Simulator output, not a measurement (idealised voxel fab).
process module | voxel wiring stack
cross-section cut | 240 nm wide | cells 5 nm
A cross-section is a grid of square cells, given in bands from the top down. A band is one or more rows of cells.
Each band's line starts with the height of the band's top and of its bottom, in nm. Then come its materials from left to right, each with its width in nm. One material with "throughout" fills the band from edge to edge. "air" is empty space.
Height 0 is the level under which the wafer as received is all one material. The lowest band goes on downwards, as in "0 down".
A width such as "30 to 40" changes by the same amount from each row of cells to the next, from the band's top row to its bottom row.
"no change" after a step means that no cell of the cross-section changed.
closed voids: empty space of 8 cells or more with no open way to the top, each as width x height at its distance from the left edge, in nm
after a step's settings: what the simulator itself notes on the step
overlay nm, on a step with a mask: how far to the right of its planned place the mask lay; to the left if negative
plan
1 op RECEIVE | material Si
2 op CONFORMAL_DEP | material SiO2 | thk nm 10
3 op CONFORMAL_DEP | material SiN | thk nm 5
4 op DIRECTIONAL_DEP | material lowk | thk nm 15
5 op MASKED_ETCH | tone open | mask id METAL_1 | width nm 30 | pitch nm 45 | etch materials lowk | depth nm 15 | overlay nm 0
6 op MASKED_ETCH | tone open | mask id METAL_1 | width nm 30 | pitch nm 45 | etch materials SiN | depth nm 5 | overlay nm 0
7 op CONFORMAL_DEP | material TiN | thk nm 5
8 op FILL_DEP | material Cu | thk nm 5
9 op CMP | height nm 30
10 op CONFORMAL_DEP | material SiCN | thk nm 5
11 op DIRECTIONAL_DEP | material SiO2 | thk nm 10
12 op PATTERN | tone open | mask id PLUG_1 | material resist | width nm 15 | pitch nm 45 | thk nm 20 | overlay nm 0
13 op DIRECTIONAL_ETCH | etch materials SiO2 | depth nm 10
14 op DIRECTIONAL_ETCH | etch materials SiCN | depth nm 5
15 op STRIP | etch materials resist
16 op CONFORMAL_DEP | material TiN | thk nm 5
17 op FILL_DEP | material W | thk nm 5
18 op CMP | height nm 45
19 op DIRECTIONAL_DEP | material TiN | thk nm 5
20 op DIRECTIONAL_DEP | material W | thk nm 15
21 op PATTERN | tone cover | mask id METAL_2 | material resist | width nm 30 | pitch nm 45 | thk nm 20 | overlay nm 0
22 op DIRECTIONAL_ETCH | etch materials W | depth nm 15
23 op DIRECTIONAL_ETCH | etch materials TiN | depth nm 5
24 op STRIP | etch materials resist
25 op FILL_DEP | material lowk | thk nm 10
26 op CMP | height nm 65
27 op CONFORMAL_DEP | material SiCN | thk nm 5
28 op DIRECTIONAL_DEP | material lowk | thk nm 10
29 op PATTERN | tone open | mask id PLUG_2 | material resist | width nm 15 | pitch nm 90 | thk nm 15 | overlay nm 0
30 op DIRECTIONAL_ETCH | etch materials lowk | depth nm 10
31 op DIRECTIONAL_ETCH | etch materials SiCN | depth nm 5
32 op STRIP | etch materials resist
33 op EPI | material Ru | thk nm 10
34 op EPI | material Ru | thk nm 5
35 op CONFORMAL_DEP | material SiCN | thk nm 5
36 op DIRECTIONAL_DEP | material SiO2 | thk nm 20
37 op MASKED_ETCH | tone open | mask id METAL_3 | width nm 30 | pitch nm 45 | etch materials SiO2 | depth nm 20 | overlay nm 0
38 op MASKED_ETCH | tone open | mask id METAL_3 | width nm 30 | pitch nm 45 | etch materials SiCN | depth nm 5 | overlay nm 0
39 op CONFORMAL_DEP | material TiN | thk nm 5
40 op FILL_DEP | material Cu | thk nm 10
41 op CMP | height nm 105
42 op CONFORMAL_DEP | material SiCN | thk nm 5
43 op DIRECTIONAL_DEP | material lowk | thk nm 35
44 op MASKED_ETCH | tone open | mask id METAL_4 | width nm 30 | pitch nm 45 | etch materials lowk | depth nm 20 | overlay nm 0
45 op MASKED_ETCH | tone open | mask id METAL_4_HOLES | width nm 15 | pitch nm 45 | etch materials lowk | depth nm 15 | overlay nm 0
46 op MASKED_ETCH | tone open | mask id METAL_4_HOLES | width nm 15 | pitch nm 45 | etch materials SiCN | depth nm 5 | overlay nm 0
47 op CONFORMAL_DEP | material TiN | thk nm 5
48 op FILL_DEP | material Cu | thk nm 5
49 op CMP | height nm 145
50 op CONFORMAL_DEP | material SiN | thk nm 5
as received, after step 1
  0 down: Si throughout
  closed voids: none
first wafer at the end, as planned
  150 to 145: SiN throughout
  145 to 130: lowk 60 | TiN 5 | Cu 20 | TiN 5 | lowk 15 | TiN 5 | Cu 20 | TiN 5 | lowk 15 | TiN 5 | Cu 20 | TiN 5 | lowk 60
  130 to 125: lowk 60 | TiN 5 | Cu 5 | TiN 20 | lowk 15 | TiN 5 | Cu 5 | TiN 20 | lowk 15 | TiN 5 | Cu 5 | TiN 20 | lowk 60
  125 to 110: lowk 60 | TiN 5 | Cu 5 | TiN 5 | lowk 30 | TiN 5 | Cu 5 | TiN 5 | lowk 30 | TiN 5 | Cu 5 | TiN 5 | lowk 75
  110 to 105: SiCN 60 | TiN 15 | SiCN 30 | TiN 15 | SiCN 30 | TiN 15 | SiCN 75
  105 to 85: SiO2 60 | TiN 5 | Cu 20 | TiN 5 | SiO2 15 | TiN 5 | Cu 20 | TiN 5 | SiO2 15 | TiN 5 | Cu 20 | TiN 5 | SiO2 60
  85 to 80: SiCN 60 | TiN 30 | SiCN 15 | TiN 30 | SiCN 15 | TiN 30 | SiCN 60
  80 to 70: lowk 60 | Ru 15 | lowk 75 | Ru 15 | lowk 75
  70 to 65: SiCN 60 | Ru 15 | SiCN 75 | Ru 15 | SiCN 75
  65 to 50: lowk 60 | W 30 | lowk 15 | W 30 | lowk 15 | W 30 | lowk 60
  50 to 45: lowk 60 | TiN 30 | lowk 15 | TiN 30 | lowk 15 | TiN 30 | lowk 60
  45 to 35: SiO2 60 | TiN 5 | W 5 | TiN 5 | SiO2 30 | TiN 5 | W 5 | TiN 5 | SiO2 30 | TiN 5 | W 5 | TiN 5 | SiO2 75
  35 to 30: SiCN 60 | TiN 15 | SiCN 30 | TiN 15 | SiCN 30 | TiN 15 | SiCN 75
  30 to 15: lowk 60 | TiN 5 | Cu 20 | TiN 5 | lowk 15 | TiN 5 | Cu 20 | TiN 5 | lowk 15 | TiN 5 | Cu 20 | TiN 5 | lowk 60
  15 to 10: SiN 60 | TiN 30 | SiN 15 | TiN 30 | SiN 15 | TiN 30 | SiN 60
  10 to 0: SiO2 throughout
  0 down: Si throughout
  closed voids: none
second wafer at the end: like start, like plan, one mistake
  150 to 145: SiN throughout
  145 to 130: lowk 60 | TiN 5 | Cu 20 | TiN 5 | lowk 15 | TiN 5 | Cu 20 | TiN 5 | lowk 15 | TiN 5 | Cu 20 | TiN 5 | lowk 60
  130 to 125: lowk 60 | TiN 5 | Cu 5 | TiN 20 | lowk 15 | TiN 5 | Cu 5 | TiN 20 | lowk 15 | TiN 5 | Cu 5 | TiN 20 | lowk 60
  125 to 110: lowk 60 | TiN 5 | Cu 5 | TiN 5 | lowk 30 | TiN 5 | Cu 5 | TiN 5 | lowk 30 | TiN 5 | Cu 5 | TiN 5 | lowk 75
  110 to 105: SiCN 60 | TiN 15 | SiCN 30 | TiN 15 | SiCN 30 | TiN 15 | SiCN 75
  105 to 85: SiO2 60 | TiN 5 | Cu 20 | TiN 5 | SiO2 15 | TiN 5 | Cu 20 | TiN 5 | SiO2 15 | TiN 5 | Cu 20 | TiN 5 | SiO2 60
  85 to 80: SiCN 60 | TiN 30 | SiCN 15 | TiN 30 | SiCN 15 | TiN 30 | SiCN 60
  80 to 70: lowk 60 | Ru 15 | lowk 75 | Ru 15 | lowk 75
  70 to 65: SiCN 60 | Ru 15 | SiCN 75 | Ru 15 | SiCN 75
  65 to 60: lowk 60 | TiN 30 | lowk 15 | TiN 30 | lowk 15 | TiN 30 | lowk 60
  60 to 45: W throughout
  45 to 35: SiO2 60 | TiN 5 | W 5 | TiN 5 | SiO2 30 | TiN 5 | W 5 | TiN 5 | SiO2 30 | TiN 5 | W 5 | TiN 5 | SiO2 75
  35 to 30: SiCN 60 | TiN 15 | SiCN 30 | TiN 15 | SiCN 30 | TiN 15 | SiCN 75
  30 to 15: lowk 60 | TiN 5 | Cu 20 | TiN 5 | lowk 15 | TiN 5 | Cu 20 | TiN 5 | lowk 15 | TiN 5 | Cu 20 | TiN 5 | lowk 60
  15 to 10: SiN 60 | TiN 30 | SiN 15 | TiN 30 | SiN 15 | TiN 30 | SiN 60
  10 to 0: SiO2 throughout
  0 down: Si throughout
  closed voids: none
what went wrong: steps 19 and 20 were swapped
at the end the second wafer has, in cells: 90 more of W | 90 fewer of lowk
